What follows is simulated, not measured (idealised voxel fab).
This is a process module. Its name is voxel capacitor over wiring.
The cross-section shown here is cut; it is 280 nm wide and divided into square cells measuring 5 nm on a side.
Format of a cross-section: grid, square cells. Given as bands. Order: top down. Band: one or more rows of cells. Per band: top height and bottom height in nm, followed by the left-to-right materials and their widths in nm; "edge to edge" marks a single material spanning edge to edge, "air" marks empty space. Height is counted from the level 0, under which the received wafer is composed throughout of one material. The lowest of the bands is not closed at the bottom but continues downward, in the notation "0 -> down". Think of "30..40" as a width that walks from the first number to the second as you go down the band, top row to bottom row, taking equal-sized steps from row to row. For the purposes of this document, the phrase "identical to before" attached to a step denotes that no cell within the cross-section was modified by that step. If an empty space has no open way to the top and is at least 8 cells in size, "Completely sealed voids" lists it, written width x height at distance, where distance is measured from the left edge and every value is in nm. Past the settings on a step's line: simulator remark, on that step. The "overlay nm" setting may appear on a step's line; for a step that uses a mask, it gives how far to the right of its planned position the mask lay, and a negative value indicates the left.
-- So here's the lineup of process steps we planned
| 1 | RECEIVE,material Si |
| 2 | CONFORMAL_DEP,material SiO2,thk nm 15 |
| 3 | CONFORMAL_DEP,material SiCN,thk nm 5 |
| 4 | DIRECTIONAL_DEP,material lowk,thk nm 15 |
| 5 | MASKED_ETCH,tone open,mask id METAL_1,width nm 25,pitch nm 90,etch materials lowk,depth nm 15,overlay nm 0 |
| 6 | MASKED_ETCH,tone open,mask id METAL_1,width nm 25,pitch nm 90,etch materials SiCN,depth nm 5,overlay nm 0 |
| 7 | CONFORMAL_DEP,material TiN,thk nm 5 |
| 8 | FILL_DEP,material Cu,thk nm 5 |
| 9 | CMP,height nm 35 |
| 10 | CONFORMAL_DEP,material SiCN,thk nm 5 |
| 11 | DIRECTIONAL_DEP,material SiO2,thk nm 20 |
| 12 | MASKED_ETCH,tone open,mask id PLUG_1,width nm 15,etch materials SiO2,depth nm 20,overlay nm 0 |
| 13 | MASKED_ETCH,tone open,mask id PLUG_1,width nm 15,etch materials SiCN,depth nm 5,overlay nm 0 |
| 14 | EPI,material Ru,thk nm 10 |
| 15 | EPI,material Ru,thk nm 10 |
| 16 | EPI,material Ru,thk nm 5 |
| 17 | DIRECTIONAL_DEP,material TiN,thk nm 10 |
| 18 | DIRECTIONAL_DEP,material Al2O3,thk nm 5 |
| 19 | DIRECTIONAL_DEP,material TiN,thk nm 5 |
| 20 | PATTERN,tone cover,mask id UPPER_PLATE,material resist,width nm 70,thk nm 15,overlay nm 0 |
| 21 | DIRECTIONAL_ETCH,etch materials TiN,depth nm 5 |
| 22 | DIRECTIONAL_ETCH,etch materials Al2O3,depth nm 5 |
| 23 | STRIP,etch materials resist |
| 24 | MASKED_ETCH,tone cover,mask id LOWER_PLATE,width nm 80,etch materials TiN,depth nm 10,overlay nm 0 |
| 25 | FILL_DEP,material SiO2,thk nm 20 |
| 26 | CMP,height nm 95 |
| 27 | PATTERN,tone open,mask id PLUG_2,material resist,width nm 15,thk nm 20,overlay nm 0 |
| 28 | DIRECTIONAL_ETCH,etch materials SiO2,depth nm 15 |
| 29 | STRIP,etch materials resist |
| 30 | CONFORMAL_DEP,material TiN,thk nm 5 |
| 31 | FILL_DEP,material W,thk nm 10 |
| 32 | CMP,height nm 95 |
| 33 | CONFORMAL_DEP,material SiCN,thk nm 5 |
-- Cross-section of the incoming wafer, state after step 1
- 0 -> down = Si edge to edge
- Completely sealed voids: none
-- End-of-module cross-section of the first of two wafers, processed as planned
- 100 -> 95 = SiCN edge to edge
- 95 -> 85 = SiO2: 100, TiN: 5, W: 5, TiN: 5, SiO2: 165
- 85 -> 75 = SiO2: 100..90, TiN: 15..70, SiO2: 165..120
- 75 -> 70 = SiO2: 90, Al2O3: 70, SiO2: 120
- 70 -> 60 = SiO2: 85, TiN: 80, SiO2: 115
- 60 -> 40 = SiO2: 90, Ru: 15, SiO2: 175
- 40 -> 35 = SiCN: 90, Ru: 15, SiCN: 175
- 35 -> 20 = lowk: 80, TiN: 5, Cu: 15, TiN: 5, lowk: 65, TiN: 5, Cu: 15, TiN: 5, lowk: 85
- 20 -> 15 = SiCN: 80, TiN: 25, SiCN: 65, TiN: 25, SiCN: 85
- 15 -> 0 = SiO2 edge to edge
- 0 -> down = Si edge to edge
- Completely sealed voids: none
-- second wafer at the end: like start, like plan, one mistake
- 100 -> 95 = SiCN edge to edge
- 95 -> 85 = SiO2: 100, TiN: 5, W: 5, TiN: 5, SiO2: 165
- 85 -> 75 = SiO2: 100..105, TiN: 15..55, SiO2: 165..120
- 75 -> 70 = SiO2: 90, TiN: 15, Al2O3: 55, SiO2: 120
- 70 -> 65 = SiO2: 85, TiN: 5, Al2O3: 15, TiN: 60, SiO2: 115
- 65 -> 60 = SiO2: 85, TiN: 80, SiO2: 115
- 60 -> 55 = SiCN: 90, TiN: 15, SiCN: 175
- 55 -> 35 = SiO2 edge to edge
- 35 -> 20 = lowk: 80, TiN: 5, Cu: 15, TiN: 5, lowk: 65, TiN: 5, Cu: 15, TiN: 5, lowk: 85
- 20 -> 15 = SiCN: 80, TiN: 25, SiCN: 65, TiN: 25, SiCN: 85
- 15 -> 0 = SiO2 edge to edge
- 0 -> down = Si edge to edge
- Completely sealed voids: none
It is concluded that the wafer was processed incorrectly with respect to the plan, in that ran 10 and 11 in swapped order versus the plan
Bottom line after processing is that, in cells, the second wafer is up or down on some materials versus the first: 15 fewer of Ru, 15 more of SiO2
